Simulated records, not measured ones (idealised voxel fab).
Process module in this document: voxel capacitor over wiring
It is cross-section cut that appears here, measuring 220 nm in width, its square cells being 5 nm in size.
Heads up, the way a cross-section reads in here is a grid of square cells, handed over as bands from the top down, with every band being one or more rows of cells.
What a band's entry tells you: where the top is and where the bottom is, as heights in nm, and after that what lies inside, material by material from left to right, each with its width in nm. Empty space is written as the word "blank", and a single material marked with the word "edge to edge" occupies the band from edge to edge.
Height is counted from the level 0, under which the received wafer is composed throughout of one material. The lowest of the bands is not closed at the bottom but continues downward, in the notation "0 down".
The two numbers in a width such as "30->40" mark its ends across the band: the first belongs to the top row of cells, the second to the bottom row, and from each row to the next the width moves by the same amount.
Step marked "no modification"? Then no cell in the cross-section changed in it.
You'll see "Sealed internal cavities" listing empty spaces that have no way open to the top, as long as they're 8 cells or more; the notation is width x height at distance, where the distance is from the left edge, and all of it is in nm.
Text after the settings on a step's line: the simulator's own remark on that step.
The setting "overlay nm" may be written on the line of a step. When the step uses a mask, the value reports how far to the right of the planned place the mask lay, and a negative value reports that it lay to the left.
The steps planned for the process are as follows:
1) RECEIVE with material Si
2) CONFORMAL_DEP with material SiO2, thk nm 10
3) CONFORMAL_DEP with material SiN, thk nm 5
4) DIRECTIONAL_DEP with material SiO2, thk nm 15
5) PATTERN with tone open, mask id METAL_1, material resist, width nm 20, pitch nm 90, thk nm 20, overlay nm 0
6) DIRECTIONAL_ETCH with etch materials SiO2, depth nm 15
7) DIRECTIONAL_ETCH with etch materials SiN, depth nm 5
8) STRIP with etch materials resist
9) CONFORMAL_DEP with material TiN, thk nm 5
10) FILL_DEP with material Ru, thk nm 5
11) CMP with height nm 30
12) EPI with material Ru, thk nm 5
13) FILL_DEP with material SiCN, thk nm 5
14) DIRECTIONAL_DEP with material lowk, thk nm 20
15) MASKED_ETCH with tone open, mask id PLUG_1, width nm 15, etch materials lowk, depth nm 20, overlay nm 0
16) MASKED_ETCH with tone open, mask id PLUG_1, width nm 15, etch materials SiCN, depth nm 5, overlay nm 0
17) CONFORMAL_DEP with material TiN, thk nm 5
18) FILL_DEP with material Cu, thk nm 10
19) CMP with height nm 60
20) DIRECTIONAL_DEP with material TiN, thk nm 10
21) DIRECTIONAL_DEP with material SiN, thk nm 5
22) DIRECTIONAL_DEP with material TiN, thk nm 5
23) PATTERN with tone cover, mask id UPPER_PLATE, material resist, width nm 75, thk nm 15, overlay nm 0
24) DIRECTIONAL_ETCH with etch materials TiN, depth nm 5
25) DIRECTIONAL_ETCH with etch materials SiN, depth nm 5
26) STRIP with etch materials resist
27) DIRECTIONAL_DEP with material aC, thk nm 10
28) PATTERN with tone cover, mask id LOWER_PLATE, material resist, width nm 85, thk nm 25, overlay nm 0
29) DIRECTIONAL_ETCH with etch materials aC, depth nm 10
30) STRIP with etch materials resist
31) DIRECTIONAL_ETCH with etch materials TiN, depth nm 10
32) STRIP with etch materials aC
33) FILL_DEP with material SiO2, thk nm 20
34) CMP with height nm 95
35) PATTERN with tone open, mask id PLUG_2, material resist, width nm 15, thk nm 15, overlay nm 0
36) DIRECTIONAL_ETCH with etch materials SiO2, depth nm 15
37) STRIP with etch materials resist
38) CONFORMAL_DEP with material TiN, thk nm 5
39) FILL_DEP with material Cu, thk nm 10
40) CMP with height nm 95
41) CONFORMAL_DEP with material SiN, thk nm 5
Cross-section, incoming material, after step 1:
> 0 down = Si edge to edge
> Sealed internal cavities: none
Looking at the first of two wafers in cross-section at end of module - ran to plan:
> 100 to 95 = SiN edge to edge
> 95 to 85 = 70 nm SiO2  5 nm TiN  5 nm Cu  5 nm TiN  135 nm SiO2
> 85 to 75 = 70->60 nm SiO2  15->75 nm TiN  135->85 nm SiO2
> 75 to 70 = 60 nm SiO2  75 nm SiN  85 nm SiO2
> 70 to 60 = 55 nm SiO2  85 nm TiN  80 nm SiO2
> 60 to 40 = 60 nm lowk  5 nm TiN  5 nm Cu  5 nm TiN  145 nm lowk
> 40 to 35 = 60 nm SiCN  15 nm TiN  145 nm SiCN
> 35 to 30 = 50 nm SiCN  30 nm Ru  60 nm SiCN  30 nm Ru  50 nm SiCN
> 30 to 15 = 55 nm SiO2  5 nm TiN  10 nm Ru  5 nm TiN  70 nm SiO2  5 nm TiN  10 nm Ru  5 nm TiN  55 nm SiO2
> 15 to 10 = 55 nm SiN  20 nm TiN  70 nm SiN  20 nm TiN  55 nm SiN
> 10 to 0 = SiO2 edge to edge
> 0 down = Si edge to edge
> Sealed internal cavities: none
Cross-section of the latter of the two wafers at module completion. It had an identical start and an identical plan to the former; in running it, one mistake was made:
> 100 to 95 = SiN edge to edge
> 95 to 85 = 70 nm SiO2  5 nm TiN  5 nm Cu  5 nm TiN  135 nm SiO2
> 85 to 75 = 70->60 nm SiO2  15->75 nm TiN  135->85 nm SiO2
> 75 to 70 = 60 nm SiO2  75 nm SiN  85 nm SiO2
> 70 to 60 = 55 nm SiO2  85 nm TiN  80 nm SiO2
> 60 to 40 = 60 nm lowk  5 nm TiN  5 nm Cu  5 nm TiN  145 nm lowk
> 40 to 35 = 60 nm SiCN  15 nm TiN  145 nm SiCN
> 35 to 30 = 50 nm SiCN  30 nm Ru  60 nm SiCN  30 nm Ru  50 nm SiCN
> 30 to 25 = 55 nm SiN  20 nm TiN  70 nm SiN  20 nm TiN  55 nm SiN
> 25 to 0 = SiO2 edge to edge
> 0 down = Si edge to edge
> Sealed internal cavities: none
what went wrong: note: step 3 <-> step 4, run order reversed vs plan
Count the cells at the end and the second wafer has more or fewer of some materials than the first: Ru: 12 fewer | SiO2: 24 more | TiN: 12 fewer
